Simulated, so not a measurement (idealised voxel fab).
Documented hereafter: the process module known as voxel wiring stack.
Each square cell in cross-section cut measures 5 nm, and the section as a whole is 205 nm wide.
This document writes a cross-section as a grid whose cells are square, and gives it as bands, listed from the top down; one or more rows of cells form a band.
This entry defines a band. It first specifies the height of the band's top and the height of its bottom in nm, and then specifies the band's materials from left to right, stating each material with its width in nm. The word "all across" identifies a single material that fills the band from edge to edge, while the word "blank" identifies empty space.
Height datum 0, below which the as-received substrate wafer is one material. Lowest band open at the bottom, running downward: "0..down".
Quick explanation for "30->40": the width changes in equal steps down the rows of cells, from the first number in the band's top row to the second number in its bottom row.
"nothing changed" after a step means that no cell of the cross-section changed.
The entry "Trapped void list" lists the empty spaces that cover at least 8 cells and have no open path to the top. Each is written as width x height at distance, where the distance is measured from the left edge and all three values are in nm.
The remark found on a step's line after its settings is issued by the simulator itself and pertains to that step.
The optional step-line setting "overlay nm" applies to steps with a mask and quantifies how far to the right of its planned location the mask lay, a negative value indicating leftward placement.
### The process steps that were planned are listed below
| 1 | RECEIVE (material Si) |
| 2 | CONFORMAL_DEP (material SiO2; thk nm 15) |
| 3 | DIRECTIONAL_DEP (material TiN; thk nm 5) |
| 4 | DIRECTIONAL_DEP (material W; thk nm 25) |
| 5 | PATTERN (tone cover; mask id METAL_1; material resist; width nm 30; pitch nm 55; thk nm 15; overlay nm 0) |
| 6 | DIRECTIONAL_ETCH (etch materials W; depth nm 25) |
| 7 | DIRECTIONAL_ETCH (etch materials TiN; depth nm 5) |
| 8 | STRIP (etch materials resist) |
| 9 | FILL_DEP (material lowk; thk nm 5) |
| 10 | CMP (height nm 45) |
| 11 | CONFORMAL_DEP (material SiCN; thk nm 5) |
| 12 | DIRECTIONAL_DEP (material SiO2; thk nm 20) |
| 13 | DIRECTIONAL_DEP (material aC; thk nm 10) |
| 14 | PATTERN (tone open; mask id PLUG_1; material resist; width nm 15; pitch nm 110; thk nm 30; overlay nm 0) |
| 15 | DIRECTIONAL_ETCH (etch materials aC; depth nm 10) |
| 16 | STRIP (etch materials resist) |
| 17 | DIRECTIONAL_ETCH (etch materials SiO2; depth nm 20) |
| 18 | DIRECTIONAL_ETCH (etch materials SiCN; depth nm 5) |
| 19 | STRIP (etch materials aC) |
| 20 | CONFORMAL_DEP (material TiN; thk nm 5) |
| 21 | FILL_DEP (material W; thk nm 5) |
| 22 | CMP (height nm 70) |
| 23 | DIRECTIONAL_DEP (material TiN; thk nm 5) |
| 24 | DIRECTIONAL_DEP (material W; thk nm 15) |
| 25 | PATTERN (tone cover; mask id METAL_2; material resist; width nm 30; pitch nm 55; thk nm 20; overlay nm 0) |
| 26 | DIRECTIONAL_ETCH (etch materials W; depth nm 15) |
| 27 | DIRECTIONAL_ETCH (etch materials TiN; depth nm 5) |
| 28 | STRIP (etch materials resist) |
| 29 | FILL_DEP (material SiO2; thk nm 10) |
| 30 | CMP (height nm 90) |
| 31 | CONFORMAL_DEP (material SiCN; thk nm 5) |
| 32 | DIRECTIONAL_DEP (material lowk; thk nm 30) |
| 33 | PATTERN (tone open; mask id METAL_3_HOLES; material resist; width nm 15; pitch nm 55; thk nm 20; overlay nm 0) |
| 34 | DIRECTIONAL_ETCH (etch materials lowk; depth nm 30) |
| 35 | STRIP (etch materials resist) |
| 36 | MASKED_ETCH (tone open; mask id METAL_3; width nm 30; pitch nm 55; etch materials lowk; depth nm 15; overlay nm 0) |
| 37 | MASKED_ETCH (tone open; mask id METAL_3; width nm 30; pitch nm 55; etch materials SiCN; depth nm 5; overlay nm 0) |
| 38 | CONFORMAL_DEP (material TiN; thk nm 5) |
| 39 | FILL_DEP (material Ru; thk nm 10) |
| 40 | CMP (height nm 125) |
| 41 | CONFORMAL_DEP (material SiN; thk nm 5) |
### Wafer as received: cross-section following step 1
    0..down: Si all across
    Trapped void list: none
### Same starting wafer, same plan as above, one mistake in the execution; this is the cross-section at the end of the module
    130..125: SiN all across
    125..115: lowk: 30 / TiN: 5 / Ru: 20 / TiN: 5 / lowk: 25 / TiN: 5 / Ru: 20 / TiN: 5 / lowk: 25 / TiN: 5 / Ru: 20 / TiN: 5 / lowk: 35
    115..110: lowk: 30 / TiN: 15 / Ru: 5 / TiN: 10 / lowk: 25 / TiN: 15 / Ru: 5 / TiN: 10 / lowk: 25 / TiN: 15 / Ru: 5 / TiN: 10 / lowk: 35
    110..95: lowk: 40 / TiN: 5 / Ru: 5 / TiN: 5 / lowk: 40 / TiN: 5 / Ru: 5 / TiN: 5 / lowk: 40 / TiN: 5 / Ru: 5 / TiN: 5 / lowk: 40
    95..90: SiCN: 40 / TiN: 15 / SiCN: 40 / TiN: 15 / SiCN: 40 / TiN: 15 / SiCN: 40
    90..75: SiO2: 30 / W: 30 / SiO2: 25 / W: 30 / SiO2: 25 / W: 30 / SiO2: 35
    75..70: SiO2: 30 / TiN: 30 / SiO2: 25 / TiN: 30 / SiO2: 25 / TiN: 30 / SiO2: 35
    70..50: SiO2: 30 / TiN: 5 / W: 5 / TiN: 5 / SiO2: 95 / TiN: 5 / W: 5 / TiN: 5 / SiO2: 50
    50..45: SiCN: 30 / TiN: 15 / SiCN: 95 / TiN: 15 / SiCN: 50
    45..20: lowk: 30 / W: 30 / lowk: 25 / W: 30 / lowk: 25 / W: 30 / lowk: 35
    20..15: lowk: 30 / TiN: 30 / lowk: 25 / TiN: 30 / lowk: 25 / TiN: 30 / lowk: 35
    15..0: SiO2 all across
    0..down: Si all across
    Trapped void list: none
What was done differently from what was planned? step 33 off recipe, ran as PATTERN (tone open; mask id METAL_3_HOLES; material resist; width nm 15; pitch nm 55; thk nm 20; overlay nm 10)
